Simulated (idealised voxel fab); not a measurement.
Proc. module: voxel gate over fins
It is cross-section cut that appears here, measuring 240 nm in width, its square cells being 5 nm in size.
Throughout this document, each cross-section is represented as a grid of square cells and is presented as a sequence of bands enumerated from the top downward, where a band comprises one or more rows of cells.
In this notation a band is specified by the heights of its top and bottom, in that order and in nm, after which its materials appear from left to right, each paired with its width in nm. The word "full width" attached to a single material means that material fills the band from edge to edge; the word "air" stands for empty space.
The reference from which all heights are counted is 0, the level beneath which the as-received wafer is entirely one material; the lowest band, having no lower bound, proceeds downward and is written after the example "0 down".
A width such as "30->40" changes by the same amount from each row of cells to the next, from the band's top row to its bottom row.
"same as before" -> step changed no cross-section cell.
Heads up: "Closed-off voids" only lists the empty pockets with no open path to the top that are 8 cells or more, and it writes them as width x height at distance, distance from the left edge, in nm.
Text after the settings on a step's line: the simulator's own remark on that step.
A step line may carry the setting "overlay nm", which, for steps involving a mask, states the distance by which the mask lay to the right of its intended position; negative values denote displacement to the left.
So the way this works: pairs, before and after one process step. The after picture only goes down to the lowest band that actually changed, nothing below. Step and its settings are under each pair. And watch out, pairs might come from different runs of this module, same starting wafer though, so a pair only follows on from the one above if its "State before step" entry tells you so.

**State before step**
> 20 to 15 = air 35, then TiAl 165, then air 40
> 15 to 5 = air 35, then TiAl 5, then TiN 45, then TiAl 10, then TiN 45, then TiAl 10, then TiN 45, then TiAl 5, then air 40
> 5 to 0 = TiAl 40, then TiN 10, then HfO2 25, then TiN 10, then TiAl 10, then TiN 10, then HfO2 25, then TiN 10, then TiAl 10, then TiN 10, then HfO2 25, then TiN 10, then TiAl 45
> 0 to -10 = TiN 50, then HfO2 5, then Si 15, then HfO2 5, then TiN 30, then HfO2 5, then Si 15, then HfO2 5, then TiN 30, then HfO2 5, then Si 15, then HfO2 5, then TiN 55
> -10 to -15 = HfO2 55, then Si 15, then HfO2 40, then Si 15, then HfO2 40, then Si 15, then HfO2 60
> -15 to -20 = SiO2 55, then Si 15, then SiO2 40, then Si 15, then SiO2 40, then Si 15, then SiO2 60
> -20 to -30 = SiO2 55, then Si 15, then SiO2 10, then TiN 5, then W 5, then TiN 5, then SiO2 15, then Si 15, then SiO2 40, then Si 15, then SiO2 60
> -30 to -35 = SiO2 55, then Si 15, then SiO2 10, then TiN 15, then SiO2 15, then Si 15, then SiO2 40, then Si 15, then SiO2 60
> -35 to -40 = SiO2 55, then Si 15, then SiO2 40, then Si 15, then SiO2 40, then Si 15, then SiO2 60
> -40 down = Si full width
> Closed-off voids: none

**State After Step**
> 35 to 20 = W full width
> 20 to 15 = W 35, then TiAl 165, then W 40
> 15 to 5 = W 35, then TiAl 5, then TiN 45, then TiAl 10, then TiN 45, then TiAl 10, then TiN 45, then TiAl 5, then W 40
> At heights below 5, the structure remains unaltered.
> Closed-off voids: none
What was done to get from the upper cross-section to the lower one? FILL_DEP [material W] [thk nm 15]

State before step: starting point is the after cross-section of the pair just above.

**State After Step**
> 30 to 20 = W full width
> At heights below 20, the structure remains unaltered.
> Closed-off voids: none
What was done to get from the upper cross-section to the lower one? CMP [height nm 30]

State before step: starting point is the after cross-section of the pair just above.

**State After Step**
> 35 to 30 = SiCN full width
> At heights below 30, the structure remains unaltered.
> Closed-off voids: none
What was done to get from the upper cross-section to the lower one? CONFORMAL_DEP [material SiCN] [thk nm 5]

**State before step**
> 5 to 0 = air 50, then HfO2 25, then air 30, then HfO2 25, then air 30, then HfO2 25, then air 55
> 0 to -10 = air 50, then HfO2 5, then Si 15, then HfO2 5, then air 30, then HfO2 5, then Si 15, then HfO2 5, then air 30, then HfO2 5, then Si 15, then HfO2 5, then air 55
> -10 to -15 = HfO2 55, then Si 15, then HfO2 40, then Si 15, then HfO2 40, then Si 15, then HfO2 60
> -15 to -20 = SiO2 55, then Si 15, then SiO2 40, then Si 15, then SiO2 40, then Si 15, then SiO2 60
> -20 to -30 = SiO2 55, then Si 15, then SiO2 10, then TiN 5, then W 5, then TiN 5, then SiO2 15, then Si 15, then SiO2 40, then Si 15, then SiO2 60
> -30 to -35 = SiO2 55, then Si 15, then SiO2 10, then TiN 15, then SiO2 15, then Si 15, then SiO2 40, then Si 15, then SiO2 60
> -35 to -40 = SiO2 55, then Si 15, then SiO2 40, then Si 15, then SiO2 40, then Si 15, then SiO2 60
> -40 down = Si full width
> Closed-off voids: none

**State After Step**
> 20 to 5 = air 35, then TiN 165, then air 40
> 5 to 0 = TiN 50, then HfO2 25, then TiN 30, then HfO2 25, then TiN 30, then HfO2 25, then TiN 55
> 0 to -10 = TiN 50, then HfO2 5, then Si 15, then HfO2 5, then TiN 30, then HfO2 5, then Si 15, then HfO2 5, then TiN 30, then HfO2 5, then Si 15, then HfO2 5, then TiN 55
> At heights below -10, the structure remains unaltered.
> Closed-off voids: none
What was done to get from the upper cross-section to the lower one? CONFORMAL_DEP [material TiN] [thk nm 15]

State before step: starting point is the after cross-section of the pair just above.

**State After Step**
> 25 to 20 = air 30, then TiAl 175, then air 35
> 20 to 10 = air 30, then TiAl 5, then TiN 165, then TiAl 5, then air 35
> 10 to 5 = TiAl 35, then TiN 165, then TiAl 40
> At heights below 5, the structure remains unaltered.
> Closed-off voids: none
What was done to get from the upper cross-section to the lower one? CONFORMAL_DEP [material TiAl] [thk nm 5]

State before step: starting point is the after cross-section of the pair just above.

**State After Step**
> 30 to 25 = air 25, then TiN 185, then air 30
> 25 to 20 = air 25, then TiN 5, then TiAl 175, then TiN 5, then air 30
> 20 to 15 = air 25, then TiN 5, then TiAl 5, then TiN 165, then TiAl 5, then TiN 5, then air 30
> 15 to 10 = TiN 30, then TiAl 5, then TiN 165, then TiAl 5, then TiN 35
> At heights below 10, the structure remains unaltered.
> Closed-off voids: none
What was done to get from the upper cross-section to the lower one? CONFORMAL_DEP [material TiN] [thk nm 5]

State before step: starting point is the after cross-section of the pair just above.

**State After Step**
> 45 to 30 = W full width
> 30 to 25 = W 25, then TiN 185, then W 30
> 25 to 20 = W 25, then TiN 5, then TiAl 175, then TiN 5, then W 30
> 20 to 15 = W 25, then TiN 5, then TiAl 5, then TiN 165, then TiAl 5, then TiN 5, then W 30
> At heights below 15, the structure remains unaltered.
> Closed-off voids: none
What was done to get from the upper cross-section to the lower one? FILL_DEP [material W] [thk nm 15]

State before step: starting point is the after cross-section of the pair just above.

**State After Step**
> 30 to 25 = W 25, then TiN 185, then W 30
> At heights below 25, the structure remains unaltered.
> Closed-off voids: none
What was done to get from the upper cross-section to the lower one? CMP [height nm 30]

State before step: starting point is the after cross-section of the pair just above.

**State After Step**
> 35 to 30 = SiCN full width
> At heights below 30, the structure remains unaltered.
> Closed-off voids: none
What was done to get from the upper cross-section to the lower one? CONFORMAL_DEP [material SiCN] [thk nm 5]

**State before step**
> 5 to 0 = SiN full width
> 0 down = Si full width
> Closed-off voids: none

**State After Step**
> 25 to 5 = air 55, then resist 20, then air 35, then resist 20, then air 35, then resist 20, then air 55
> At heights below 5, the structure remains unaltered.
> Closed-off voids: none
What was done to get from the upper cross-section to the lower one? PATTERN [tone cover] [mask id FINS] [material resist] [width nm 20] [pitch nm 55] [thk nm 20] [overlay nm 0]

State before step: starting point is the after cross-section of the pair just above.

**State After Step**
> 25 to 5 = air 55, then resist 20, then air 35, then resist 20, then air 35, then resist 20, then air 55
> 5 to 0 = air 55, then SiN 20, then air 35, then SiN 20, then air 35, then SiN 20, then air 55
> At heights below 0, the structure remains unaltered.
> Closed-off voids: none
What was done to get from the upper cross-section to the lower one? DIRECTIONAL_ETCH [etch materials SiN] [depth nm 5]

State before step: starting point is the after cross-section of the pair just above.

**State After Step**
> 25 to 5 = air 55, then resist 20, then air 35, then resist 20, then air 35, then resist 20, then air 55
> 5 to 0 = air 55, then SiN 20, then air 35, then SiN 20, then air 35, then SiN 20, then air 55
> 0 to -40 = air 55, then Si 20, then air 35, then Si 20, then air 35, then Si 20, then air 55
> At heights below -40, the structure remains unaltered.
> Closed-off voids: none
What was done to get from the upper cross-section to the lower one? DIRECTIONAL_ETCH [etch materials Si] [depth nm 40]

State before step: starting point is the after cross-section of the pair just above.

**State After Step**
> 5 to 0 = air 55, then SiN 20, then air 35, then SiN 20, then air 35, then SiN 20, then air 55
> At heights below 0, the structure remains unaltered.
> Closed-off voids: none
What was done to get from the upper cross-section to the lower one? STRIP [etch materials resist]

State before step: starting point is the after cross-section of the pair just above.

**State After Step**
> 10 to 5 = SiO2 full width
> 5 to 0 = SiO2 55, then SiN 20, then SiO2 35, then SiN 20, then SiO2 35, then SiN 20, then SiO2 55
> 0 to -40 = SiO2 55, then Si 20, then SiO2 35, then Si 20, then SiO2 35, then Si 20, then SiO2 55
> At heights below -40, the structure remains unaltered.
> Closed-off voids: none
What was done to get from the upper cross-section to the lower one? FILL_DEP [material SiO2] [thk nm 5]

State before step: starting point is the after cross-section of the pair just above.

**State After Step**
> 5 to 0 = SiO2 55, then SiN 20, then SiO2 35, then SiN 20, then SiO2 35, then SiN 20, then SiO2 55
> At heights below 0, the structure remains unaltered.
> Closed-off voids: none
What was done to get from the upper cross-section to the lower one? CMP [height nm 5]

State before step: starting point is the after cross-section of the pair just above.

**State After Step**
> 5 to 0 = SiO2 55, then SiN 20, then SiO2 5, then air 15, then SiO2 15, then SiN 20, then SiO2 35, then SiN 20, then SiO2 55
> 0 to -35 = SiO2 55, then Si 20, then SiO2 5, then air 15, then SiO2 15, then Si 20, then SiO2 35, then Si 20, then SiO2 55
> At heights below -35, the structure remains unaltered.
> Closed-off voids: none
What was done to get from the upper cross-section to the lower one? MASKED_ETCH [tone open] [mask id RAIL] [width nm 15] [etch materials SiO2] [depth nm 40] [overlay nm 0]

State before step: starting point is the after cross-section of the pair just above.

**State After Step**
> 10 to 5 = TiN 85, then air 5, then TiN 150
> 5 to 0 = SiO2 55, then SiN 20, then SiO2 5, then TiN 5, then air 5, then TiN 5, then SiO2 15, then SiN 20, then SiO2 35, then SiN 20, then SiO2 55
> 0 to -30 = SiO2 55, then Si 20, then SiO2 5, then TiN 5, then air 5, then TiN 5, then SiO2 15, then Si 20, then SiO2 35, then Si 20, then SiO2 55
> -30 to -35 = SiO2 55, then Si 20, then SiO2 5, then TiN 15, then SiO2 15, then Si 20, then SiO2 35, then Si 20, then SiO2 55
> At heights below -35, the structure remains unaltered.
> Closed-off voids: none
What was done to get from the upper cross-section to the lower one? CONFORMAL_DEP [material TiN] [thk nm 5]

State before step: starting point is the after cross-section of the pair just above.

**State After Step**
> 20 to 10 = W full width
> 10 to 5 = TiN 85, then W 5, then TiN 150
> 5 to 0 = SiO2 55, then SiN 20, then SiO2 5, then TiN 5, then W 5, then TiN 5, then SiO2 15, then SiN 20, then SiO2 35, then SiN 20, then SiO2 55
> 0 to -30 = SiO2 55, then Si 20, then SiO2 5, then TiN 5, then W 5, then TiN 5, then SiO2 15, then Si 20, then SiO2 35, then Si 20, then SiO2 55
> At heights below -30, the structure remains unaltered.
> Closed-off voids: none
What was done to get from the upper cross-section to the lower one? FILL_DEP [material W] [thk nm 10]

State before step: starting point is the after cross-section of the pair just above.

**State After Step**
> 5 to 0 = SiO2 55, then SiN 20, then SiO2 5, then TiN 5, then W 5, then TiN 5, then SiO2 15, then SiN 20, then SiO2 35, then SiN 20, then SiO2 55
> At heights below 0, the structure remains unaltered.
> Closed-off voids: none
What was done to get from the upper cross-section to the lower one? CMP [height nm 5]

State before step: starting point is the after cross-section of the pair just above.

**State After Step**
> 5 to 0 = SiO2 55, then SiN 20, then SiO2 5, then air 15, then SiO2 15, then SiN 20, then SiO2 35, then SiN 20, then SiO2 55
> 0 to -20 = SiO2 55, then Si 20, then SiO2 5, then air 15, then SiO2 15, then Si 20, then SiO2 35, then Si 20, then SiO2 55
> At heights below -20, the structure remains unaltered.
> Closed-off voids: none
What was done to get from the upper cross-section to the lower one? SELECTIVE_ETCH [etch materials W Ru TiN] [depth nm 25]

State before step: starting point is the after cross-section of the pair just above.

**State After Step**
> 10 to 5 = SiO2 full width
> 5 to 0 = SiO2 55, then SiN 20, then SiO2 35, then SiN 20, then SiO2 35, then SiN 20, then SiO2 55
> 0 to -20 = SiO2 55, then Si 20, then SiO2 35, then Si 20, then SiO2 35, then Si 20, then SiO2 55
> At heights below -20, the structure remains unaltered.
> Closed-off voids: none
What was done to get from the upper cross-section to the lower one? FILL_DEP [material SiO2] [thk nm 5]

State before step: starting point is the after cross-section of the pair just above.

**State After Step**
> 5 to 0 = SiO2 55, then SiN 20, then SiO2 35, then SiN 20, then SiO2 35, then SiN 20, then SiO2 55
> At heights below 0, the structure remains unaltered.
> Closed-off voids: none
What was done to get from the upper cross-section to the lower one? CMP [height nm 5]

State before step: starting point is the after cross-section of the pair just above.

**State After Step**
> 5 to 0 = air 55, then SiN 20, then air 35, then SiN 20, then air 35, then SiN 20, then air 55
> 0 to -15 = air 55, then Si 20, then air 35, then Si 20, then air 35, then Si 20, then air 55
> At heights below -15, the structure remains unaltered.
> Closed-off voids: none
What was done to get from the upper cross-section to the lower one? SELECTIVE_ETCH [etch materials SiO2] [depth nm 20]

State before step: starting point is the after cross-section of the pair just above.

**State After Step**
> 0 to -15 = air 55, then Si 20, then air 35, then Si 20, then air 35, then Si 20, then air 55
> At heights below -15, the structure remains unaltered.
> Closed-off voids: none
What was done to get from the upper cross-section to the lower one? STRIP [etch materials SiN]

State before step: starting point is the after cross-section of the pair just above.

**State After Step**
> 5 to 0 = air 50, then HfO2 30, then air 25, then HfO2 30, then air 25, then HfO2 30, then air 50
> 0 to -10 = air 50, then HfO2 5, then Si 20, then HfO2 5, then air 25, then HfO2 5, then Si 20, then HfO2 5, then air 25, then HfO2 5, then Si 20, then HfO2 5, then air 50
> -10 to -15 = HfO2 55, then Si 20, then HfO2 35, then Si 20, then HfO2 35, then Si 20, then HfO2 55
> At heights below -15, the structure remains unaltered.
> Closed-off voids: none
What was done to get from the upper cross-section to the lower one? CONFORMAL_DEP [material HfO2] [thk nm 5]

State before step: starting point is the after cross-section of the pair just above.

**State After Step**
> 10 to 5 = air 45, then TiN 40, then air 15, then TiN 40, then air 15, then TiN 40, then air 45
> 5 to 0 = air 45, then TiN 5, then HfO2 30, then TiN 5, then air 15, then TiN 5, then HfO2 30, then TiN 5, then air 15, then TiN 5, then HfO2 30, then TiN 5, then air 45
> 0 to -5 = air 45, then TiN 5, then HfO2 5, then Si 20, then HfO2 5, then TiN 5, then air 15, then TiN 5, then HfO2 5, then Si 20, then HfO2 5, then TiN 5, then air 15, then TiN 5, then HfO2 5, then Si 20, then HfO2 5, then TiN 5, then air 45
> -5 to -10 = TiN 50, then HfO2 5, then Si 20, then HfO2 5, then TiN 25, then HfO2 5, then Si 20, then HfO2 5, then TiN 25, then HfO2 5, then Si 20, then HfO2 5, then TiN 50
> At heights below -10, the structure remains unaltered.
> Closed-off voids: none
What was done to get from the upper cross-section to the lower one? CONFORMAL_DEP [material TiN] [thk nm 5]

State before step: starting point is the after cross-section of the pair just above.

**State After Step**
> 15 to 10 = air 40, then TiAl 50, then air 5, then TiAl 50, then air 5, then TiAl 50, then air 40
> 10 to 5 = air 40, then TiAl 5, then TiN 40, then TiAl 5, then air 5, then TiAl 5, then TiN 40, then TiAl 5, then air 5, then TiAl 5, then TiN 40, then TiAl 5, then air 40
> 5 to 0 = air 40, then TiAl 5, then TiN 5, then HfO2 30, then TiN 5, then TiAl 5, then air 5, then TiAl 5, then TiN 5, then HfO2 30, then TiN 5, then TiAl 5, then air 5, then TiAl 5, then TiN 5, then HfO2 30, then TiN 5, then TiAl 5, then air 40
> 0 to -5 = TiAl 45, then TiN 5, then HfO2 5, then Si 20, then HfO2 5, then TiN 5, then TiAl 15, then TiN 5, then HfO2 5, then Si 20, then HfO2 5, then TiN 5, then TiAl 15, then TiN 5, then HfO2 5, then Si 20, then HfO2 5, then TiN 5, then TiAl 45
> At heights below -5, the structure remains unaltered.
> Closed-off voids: none
What was done to get from the upper cross-section to the lower one? CONFORMAL_DEP [material TiAl] [thk nm 5]

State before step: starting point is the after cross-section of the pair just above.

**State After Step**
> 20 to 15 = air 35, then TiN 170, then air 35
> 15 to 10 = air 35, then TiN 5, then TiAl 50, then TiN 5, then TiAl 50, then TiN 5, then TiAl 50, then TiN 5, then air 35
> 10 to 5 = air 35, then TiN 5, then TiAl 5, then TiN 40, then TiAl 5, then TiN 5, then TiAl 5, then TiN 40, then TiAl 5, then TiN 5, then TiAl 5, then TiN 40, then TiAl 5, then TiN 5, then air 35
> 5 to 0 = TiN 40, then TiAl 5, then TiN 5, then HfO2 30, then TiN 5, then TiAl 5, then TiN 5, then TiAl 5, then TiN 5, then HfO2 30, then TiN 5, then TiAl 5, then TiN 5, then TiAl 5, then TiN 5, then HfO2 30, then TiN 5, then TiAl 5, then TiN 40
> At heights below 0, the structure remains unaltered.
> Closed-off voids: none
What was done to get from the upper cross-section to the lower one? CONFORMAL_DEP [material TiN] [thk nm 5]

State before step: starting point is the after cross-section of the pair just above.

**State After Step**
> 35 to 20 = W full width
> 20 to 15 = W 35, then TiN 170, then W 35
> 15 to 10 = W 35, then TiN 5, then TiAl 50, then TiN 5, then TiAl 50, then TiN 5, then TiAl 50, then TiN 5, then W 35
> 10 to 5 = W 35, then TiN 5, then TiAl 5, then TiN 40, then TiAl 5, then TiN 5, then TiAl 5, then TiN 40, then TiAl 5, then TiN 5, then TiAl 5, then TiN 40, then TiAl 5, then TiN 5, then W 35
> At heights below 5, the structure remains unaltered.
> Closed-off voids: none
What was done to get from the upper cross-section to the lower one? FILL_DEP [material W] [thk nm 15]

State before step: starting point is the after cross-section of the pair just above.

**State After Step**
> 30 to 20 = W full width
> At heights below 20, the structure remains unaltered.
> Closed-off voids: none
What was done to get from the upper cross-section to the lower one? CMP [height nm 30]

State before step: starting point is the after cross-section of the pair just above.

**State After Step**
> 35 to 30 = SiCN full width
> At heights below 30, the structure remains unaltered.
> Closed-off voids: none
What was done to get from the upper cross-section to the lower one? CONFORMAL_DEP [material SiCN] [thk nm 5]

**State before step**
> 5 to 0 = SiO2 55, then SiN 15, then SiO2 40, then SiN 15, then SiO2 40, then SiN 15, then SiO2 60
> 0 to -40 = SiO2 55, then Si 15, then SiO2 40, then Si 15, then SiO2 40, then Si 15, then SiO2 60
> -40 down = Si full width
> Closed-off voids: none

**State After Step**
> 5 to 0 = SiO2 55, then SiN 15, then air 15, then SiO2 25, then SiN 15, then SiO2 40, then SiN 15, then SiO2 60
> 0 to -35 = SiO2 55, then Si 15, then air 15, then SiO2 25, then Si 15, then SiO2 40, then Si 15, then SiO2 60
> At heights below -35, the structure remains unaltered.
> Closed-off voids: none
What was done to get from the upper cross-section to the lower one? MASKED_ETCH [tone open] [mask id RAIL] [width nm 15] [etch materials SiO2] [depth nm 40] [overlay nm -10]

State before step: starting point is the after cross-section of the pair just above.

**State After Step**
> 10 to 5 = TiN 75, then air 5, then TiN 160
> 5 to 0 = SiO2 55, then SiN 15, then TiN 5, then air 5, then TiN 5, then SiO2 25, then SiN 15, then SiO2 40, then SiN 15, then SiO2 60
> 0 to -30 = SiO2 55, then Si 15, then TiN 5, then air 5, then TiN 5, then SiO2 25, then Si 15, then SiO2 40, then Si 15, then SiO2 60
> -30 to -35 = SiO2 55, then Si 15, then TiN 15, then SiO2 25, then Si 15, then SiO2 40, then Si 15, then SiO2 60
> At heights below -35, the structure remains unaltered.
> Closed-off voids: none
What was done to get from the upper cross-section to the lower one? CONFORMAL_DEP [material TiN] [thk nm 5]

State before step: starting point is the after cross-section of the pair just above.

**State After Step**
> 20 to 10 = W full width
> 10 to 5 = TiN 75, then W 5, then TiN 160
> 5 to 0 = SiO2 55, then SiN 15, then TiN 5, then W 5, then TiN 5, then SiO2 25, then SiN 15, then SiO2 40, then SiN 15, then SiO2 60
> 0 to -30 = SiO2 55, then Si 15, then TiN 5, then W 5, then TiN 5, then SiO2 25, then Si 15, then SiO2 40, then Si 15, then SiO2 60
> At heights below -30, the structure remains unaltered.
> Closed-off voids: none
What was done to get from the upper cross-section to the lower one? FILL_DEP [material W] [thk nm 10]

State before step: starting point is the after cross-section of the pair just above.

**State After Step**
> 5 to 0 = SiO2 55, then SiN 15, then TiN 5, then W 5, then TiN 5, then SiO2 25, then SiN 15, then SiO2 40, then SiN 15, then SiO2 60
> At heights below 0, the structure remains unaltered.
> Closed-off voids: none
What was done to get from the upper cross-section to the lower one? CMP [height nm 5]

State before step: starting point is the after cross-section of the pair just above.

**State After Step**
> 5 to 0 = SiO2 55, then SiN 15, then air 15, then SiO2 25, then SiN 15, then SiO2 40, then SiN 15, then SiO2 60
> 0 to -20 = SiO2 55, then Si 15, then air 15, then SiO2 25, then Si 15, then SiO2 40, then Si 15, then SiO2 60
> At heights below -20, the structure remains unaltered.
> Closed-off voids: none
What was done to get from the upper cross-section to the lower one? SELECTIVE_ETCH [etch materials W Ru TiN] [depth nm 25]

State before step: starting point is the after cross-section of the pair just above.

**State After Step**
> 10 to 5 = SiO2 full width
> 5 to 0 = SiO2 55, then SiN 15, then SiO2 40, then SiN 15, then SiO2 40, then SiN 15, then SiO2 60
> 0 to -20 = SiO2 55, then Si 15, then SiO2 40, then Si 15, then SiO2 40, then Si 15, then SiO2 60
> At heights below -20, the structure remains unaltered.
> Closed-off voids: none
What was done to get from the upper cross-section to the lower one? FILL_DEP [material SiO2] [thk nm 5]

State before step: starting point is the after cross-section of the pair just above.

**State After Step**
> 5 to 0 = SiO2 55, then SiN 15, then SiO2 40, then SiN 15, then SiO2 40, then SiN 15, then SiO2 60
> At heights below 0, the structure remains unaltered.
> Closed-off voids: none
What was done to get from the upper cross-section to the lower one? CMP [height nm 5]

State before step: starting point is the after cross-section of the pair just above.

**State After Step**
> 5 to 0 = air 55, then SiN 15, then air 40, then SiN 15, then air 40, then SiN 15, then air 60
> 0 to -15 = air 55, then Si 15, then air 40, then Si 15, then air 40, then Si 15, then air 60
> At heights below -15, the structure remains unaltered.
> Closed-off voids: none
What was done to get from the upper cross-section to the lower one? SELECTIVE_ETCH [etch materials SiO2] [depth nm 20]

State before step: starting point is the after cross-section of the pair just above.

**State After Step**
> 0 to -15 = air 55, then Si 15, then air 40, then Si 15, then air 40, then Si 15, then air 60
> At heights below -15, the structure remains unaltered.
> Closed-off voids: none
What was done to get from the upper cross-section to the lower one? STRIP [etch materials SiN]

State before step: starting point is the after cross-section of the pair just above.

**State After Step**
> 5 to 0 = air 50, then HfO2 25, then air 30, then HfO2 25, then air 30, then HfO2 25, then air 55
> 0 to -10 = air 50, then HfO2 5, then Si 15, then HfO2 5, then air 30, then HfO2 5, then Si 15, then HfO2 5, then air 30, then HfO2 5, then Si 15, then HfO2 5, then air 55
> -10 to -15 = HfO2 55, then Si 15, then HfO2 40, then Si 15, then HfO2 40, then Si 15, then HfO2 60
> At heights below -15, the structure remains unaltered.
> Closed-off voids: none
What was done to get from the upper cross-section to the lower one? CONFORMAL_DEP [material HfO2] [thk nm 5]

State before step: starting point is the after cross-section of the pair just above.

**State After Step**
> 10 to 5 = air 45, then TiN 35, then air 20, then TiN 35, then air 20, then TiN 35, then air 50
> 5 to 0 = air 45, then TiN 5, then HfO2 25, then TiN 5, then air 20, then TiN 5, then HfO2 25, then TiN 5, then air 20, then TiN 5, then HfO2 25, then TiN 5, then air 50
> 0 to -5 = air 45, then TiN 5, then HfO2 5, then Si 15, then HfO2 5, then TiN 5, then air 20, then TiN 5, then HfO2 5, then Si 15, then HfO2 5, then TiN 5, then air 20, then TiN 5, then HfO2 5, then Si 15, then HfO2 5, then TiN 5, then air 50
> -5 to -10 = TiN 50, then HfO2 5, then Si 15, then HfO2 5, then TiN 30, then HfO2 5, then Si 15, then HfO2 5, then TiN 30, then HfO2 5, then Si 15, then HfO2 5, then TiN 55
> At heights below -10, the structure remains unaltered.
> Closed-off voids: none
What was done to get from the upper cross-section to the lower one? CONFORMAL_DEP [material TiN] [thk nm 5]

State before step: starting point is the after cross-section of the pair just above.

**State After Step**
> 15 to 10 = air 40, then TiAl 45, then air 10, then TiAl 45, then air 10, then TiAl 45, then air 45
> 10 to 5 = air 40, then TiAl 5, then TiN 35, then TiAl 5, then air 10, then TiAl 5, then TiN 35, then TiAl 5, then air 10, then TiAl 5, then TiN 35, then TiAl 5, then air 45
> 5 to 0 = air 40, then TiAl 5, then TiN 5, then HfO2 25, then TiN 5, then TiAl 5, then air 10, then TiAl 5, then TiN 5, then HfO2 25, then TiN 5, then TiAl 5, then air 10, then TiAl 5, then TiN 5, then HfO2 25, then TiN 5, then TiAl 5, then air 45
> 0 to -5 = TiAl 45, then TiN 5, then HfO2 5, then Si 15, then HfO2 5, then TiN 5, then TiAl 20, then TiN 5, then HfO2 5, then Si 15, then HfO2 5, then TiN 5, then TiAl 20, then TiN 5, then HfO2 5, then Si 15, then HfO2 5, then TiN 5, then TiAl 50
> At heights below -5, the structure remains unaltered.
> Closed-off voids: none
What was done to get from the upper cross-section to the lower one? CONFORMAL_DEP [material TiAl] [thk nm 5]

State before step: starting point is the after cross-section of the pair just above.

**State After Step**
> 20 to 15 = air 35, then TiN 165, then air 40
> 15 to 10 = air 35, then TiN 5, then TiAl 45, then TiN 10, then TiAl 45, then TiN 10, then TiAl 45, then TiN 5, then air 40
> 10 to 5 = air 35, then TiN 5, then TiAl 5, then TiN 35, then TiAl 5, then TiN 10, then TiAl 5, then TiN 35, then TiAl 5, then TiN 10, then TiAl 5, then TiN 35, then TiAl 5, then TiN 5, then air 40
> 5 to 0 = TiN 40, then TiAl 5, then TiN 5, then HfO2 25, then TiN 5, then TiAl 5, then TiN 10, then TiAl 5, then TiN 5, then HfO2 25, then TiN 5, then TiAl 5, then TiN 10, then TiAl 5, then TiN 5, then HfO2 25, then TiN 5, then TiAl 5, then TiN 45
> At heights below 0, the structure remains unaltered.
> Closed-off voids: none
What was done to get from the upper cross-section to the lower one? CONFORMAL_DEP [material TiN] [thk nm 5]

State before step: starting point is the after cross-section of the pair just above.

**State After Step**
> 35 to 20 = W full width
> 20 to 15 = W 35, then TiN 165, then W 40
> 15 to 10 = W 35, then TiN 5, then TiAl 45, then TiN 10, then TiAl 45, then TiN 10, then TiAl 45, then TiN 5, then W 40
> 10 to 5 = W 35, then TiN 5, then TiAl 5, then TiN 35, then TiAl 5, then TiN 10, then TiAl 5, then TiN 35, then TiAl 5, then TiN 10, then TiAl 5, then TiN 35, then TiAl 5, then TiN 5, then W 40
> At heights below 5, the structure remains unaltered.
> Closed-off voids: none
What was done to get from the upper cross-section to the lower one? FILL_DEP [material W] [thk nm 15]

State before step: starting point is the after cross-section of the pair just above.

**State After Step**
> 30 to 20 = W full width
> At heights below 20, the structure remains unaltered.
> Closed-off voids: none
What was done to get from the upper cross-section to the lower one? CMP [height nm 30]

State before step: starting point is the after cross-section of the pair just above.

**State After Step**
> 35 to 30 = SiCN full width
> At heights below 30, the structure remains unaltered.
> Closed-off voids: none
What was done to get from the upper cross-section to the lower one? CONFORMAL_DEP [material SiCN] [thk nm 5]

**State before step**
> 10 to 5 = TiN 85, then air 5, then TiN 150
> 5 to 0 = SiO2 55, then SiN 15, then SiO2 10, then TiN 5, then air 5, then TiN 5, then SiO2 15, then SiN 15, then SiO2 40, then SiN 15, then SiO2 60
> 0 to -30 = SiO2 55, then Si 15, then SiO2 10, then TiN 5, then air 5, then TiN 5, then SiO2 15, then Si 15, then SiO2 40, then Si 15, then SiO2 60
> -30 to -35 = SiO2 55, then Si 15, then SiO2 10, then TiN 15, then SiO2 15, then Si 15, then SiO2 40, then Si 15, then SiO2 60
> -35 to -40 = SiO2 55, then Si 15, then SiO2 40, then Si 15, then SiO2 40, then Si 15, then SiO2 60
> -40 down = Si full width
> Closed-off voids: none

**State After Step**
> 20 to 10 = SiN full width
> 10 to 5 = TiN 85, then SiN 5, then TiN 150
> 5 to 0 = SiO2 55, then SiN 15, then SiO2 10, then TiN 5, then SiN 5, then TiN 5, then SiO2 15, then SiN 15, then SiO2 40, then SiN 15, then SiO2 60
> 0 to -30 = SiO2 55, then Si 15, then SiO2 10, then TiN 5, then SiN 5, then TiN 5, then SiO2 15, then Si 15, then SiO2 40, then Si 15, then SiO2 60
> At heights below -30, the structure remains unaltered.
> Closed-off voids: none
What was done to get from the upper cross-section to the lower one? FILL_DEP [material SiN] [thk nm 10]

State before step: starting point is the after cross-section of the pair just above.

**State After Step**
> 5 to 0 = SiO2 55, then SiN 15, then SiO2 10, then TiN 5, then SiN 5, then TiN 5, then SiO2 15, then SiN 15, then SiO2 40, then SiN 15, then SiO2 60
> At heights below 0, the structure remains unaltered.
> Closed-off voids: none
What was done to get from the upper cross-section to the lower one? CMP [height nm 5]

State before step: starting point is the after cross-section of the pair just above.

**State After Step**
> 5 to 0 = SiO2 55, then SiN 15, then SiO2 10, then air 5, then SiN 5, then air 5, then SiO2 15, then SiN 15, then SiO2 40, then SiN 15, then SiO2 60
> 0 to -20 = SiO2 55, then Si 15, then SiO2 10, then air 5, then SiN 5, then air 5, then SiO2 15, then Si 15, then SiO2 40, then Si 15, then SiO2 60
> At heights below -20, the structure remains unaltered.
> Closed-off voids: none
What was done to get from the upper cross-section to the lower one? SELECTIVE_ETCH [etch materials W Ru TiN] [depth nm 25]

State before step: starting point is the after cross-section of the pair just above.

**State After Step**
> 10 to 5 = SiO2 full width
> 5 to 0 = SiO2 55, then SiN 15, then SiO2 15, then SiN 5, then SiO2 20, then SiN 15, then SiO2 40, then SiN 15, then SiO2 60
> 0 to -20 = SiO2 55, then Si 15, then SiO2 15, then SiN 5, then SiO2 20, then Si 15, then SiO2 40, then Si 15, then SiO2 60
> At heights below -20, the structure remains unaltered.
> Closed-off voids: none
What was done to get from the upper cross-section to the lower one? FILL_DEP [material SiO2] [thk nm 5]

State before step: starting point is the after cross-section of the pair just above.

**State After Step**
> 5 to 0 = SiO2 55, then SiN 15, then SiO2 15, then SiN 5, then SiO2 20, then SiN 15, then SiO2 40, then SiN 15, then SiO2 60
> At heights below 0, the structure remains unaltered.
> Closed-off voids: none
What was done to get from the upper cross-section to the lower one? CMP [height nm 5]
